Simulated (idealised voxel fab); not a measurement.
This is a process module. Its name is voxel capacitor over wiring.
Section shown: cut. Width: 300 nm. Cell size: 5 nm, square.
This document writes a cross-section as a grid whose cells are square, and gives it as bands, listed from the top down; one or more rows of cells form a band.
What a band's entry tells you: where the top is and where the bottom is, as heights in nm, and after that what lies inside, material by material from left to right, each with its width in nm. Empty space is written as the word "empty", and a single material marked with the word "everywhere" occupies the band from edge to edge.
Note: height 0 marks the level under which the wafer is uniformly one material as received. Lowest band unbounded below, written "0 -> down".
So if you see something like "30->40" for the width, read it as the top row of the band sitting at the first number and the bottom row at the second, with every row in between moving by the same amount as the last.
"no modifications" -> step changed no cross-section cell.
The list in "Closed cavities" covers empty spaces of 8 cells or more that cannot reach the top through any open way, and it gives each as width x height at distance; the distance is from the left edge, and width, height and distance are in nm.
Read whatever lies past the settings on a step's line as the simulator's own remark about the step.
overlay nm: mask offset rightward from planned place, masked step; negative means leftward offset.
The steps planned for the process are as follows
1: op RECEIVE | material Si
2: op CONFORMAL_DEP | material SiO2 | thk nm 10
3: op DIRECTIONAL_DEP | material TiN | thk nm 5
4: op DIRECTIONAL_DEP | material W | thk nm 20
5: op DIRECTIONAL_DEP | material aC | thk nm 10
6: op PATTERN | tone cover | mask id METAL_1 | material resist | width nm 20 | pitch nm 85 | thk nm 30 | overlay nm 0
7: op DIRECTIONAL_ETCH | etch materials aC | depth nm 10
8: op STRIP | etch materials resist
9: op DIRECTIONAL_ETCH | etch materials W | depth nm 20
10: op DIRECTIONAL_ETCH | etch materials TiN | depth nm 5
11: op STRIP | etch materials aC
12: op CONFORMAL_DEP | material SiN | thk nm 5
13: op FILL_DEP | material lowk | thk nm 10
14: op CMP | height nm 35
15: op CONFORMAL_DEP | material SiCN | thk nm 5
16: op DIRECTIONAL_DEP | material SiO2 | thk nm 20
17: op MASKED_ETCH | tone open | mask id PLUG_1 | width nm 15 | etch materials SiO2 | depth nm 20 | overlay nm 0
18: op MASKED_ETCH | tone open | mask id PLUG_1 | width nm 15 | etch materials SiCN | depth nm 5 | overlay nm 0
19: op CONFORMAL_DEP | material TiN | thk nm 5
20: op FILL_DEP | material Cu | thk nm 5
21: op CMP | height nm 60
22: op DIRECTIONAL_DEP | material TiN | thk nm 5
23: op DIRECTIONAL_DEP | material Al2O3 | thk nm 5
24: op DIRECTIONAL_DEP | material TiN | thk nm 10
25: op DIRECTIONAL_DEP | material aC | thk nm 15
26: op PATTERN | tone cover | mask id UPPER_PLATE | material resist | width nm 70 | thk nm 35 | overlay nm 0
27: op DIRECTIONAL_ETCH | etch materials aC | depth nm 15
28: op STRIP | etch materials resist
29: op DIRECTIONAL_ETCH | etch materials TiN | depth nm 10
30: op DIRECTIONAL_ETCH | etch materials Al2O3 | depth nm 5
31: op STRIP | etch materials aC
32: op DIRECTIONAL_DEP | material aC | thk nm 10
33: op PATTERN | tone cover | mask id LOWER_PLATE | material resist | width nm 80 | thk nm 30 | overlay nm 0
34: op DIRECTIONAL_ETCH | etch materials aC | depth nm 10
35: op STRIP | etch materials resist
36: op DIRECTIONAL_ETCH | etch materials TiN | depth nm 5
37: op STRIP | etch materials aC
38: op FILL_DEP | material SiO2 | thk nm 15
39: op CMP | height nm 90
40: op PATTERN | tone open | mask id PLUG_2 | material resist | width nm 15 | thk nm 20 | overlay nm 0
41: op DIRECTIONAL_ETCH | etch materials SiO2 | depth nm 10
42: op STRIP | etch materials resist
43: op CONFORMAL_DEP | material TiN | thk nm 5
44: op FILL_DEP | material Ru | thk nm 5
45: op CMP | height nm 90
46: op CONFORMAL_DEP | material SiN | thk nm 5
Wafer as received: cross-section following step 1
0 -> down  Si everywhere
Closed cavities: none
Starting structure and process plan are as shown above, but one mistake was made in running the module; the wafer cross-section at the end of the module follows
95 -> 90  SiN everywhere
90 -> 85  Ru 105 nm  TiN 5 nm  SiO2 15 nm  TiN 5 nm  Ru 170 nm
85 -> 80  TiN 110 nm  SiO2 15 nm  TiN 175 nm
80 -> 70  SiO2 100 nm  TiN 70 nm  SiO2 130 nm
70 -> 65  SiO2 100 nm  Al2O3 70 nm  SiO2 130 nm
65 -> 60  SiO2 95 nm  TiN 80 nm  SiO2 125 nm
60 -> 40  SiO2 100 nm  TiN 5 nm  Cu 5 nm  TiN 5 nm  SiO2 185 nm
40 -> 35  SiCN 100 nm  TiN 15 nm  SiCN 185 nm
35 -> 15  lowk 90 nm  SiN 5 nm  W 20 nm  SiN 5 nm  lowk 55 nm  SiN 5 nm  W 20 nm  SiN 5 nm  lowk 95 nm
15 -> 10  SiN 95 nm  TiN 20 nm  SiN 65 nm  TiN 20 nm  SiN 100 nm
10 -> 0  SiO2 everywhere
0 -> down  Si everywhere
Closed cavities: none
Want to know what went wrong? step 40 ran with different settings than intended, the actual operation and settings being op PATTERN | tone cover | mask id PLUG_2 | material resist | width nm 15 | thk nm 20 | overlay nm 0
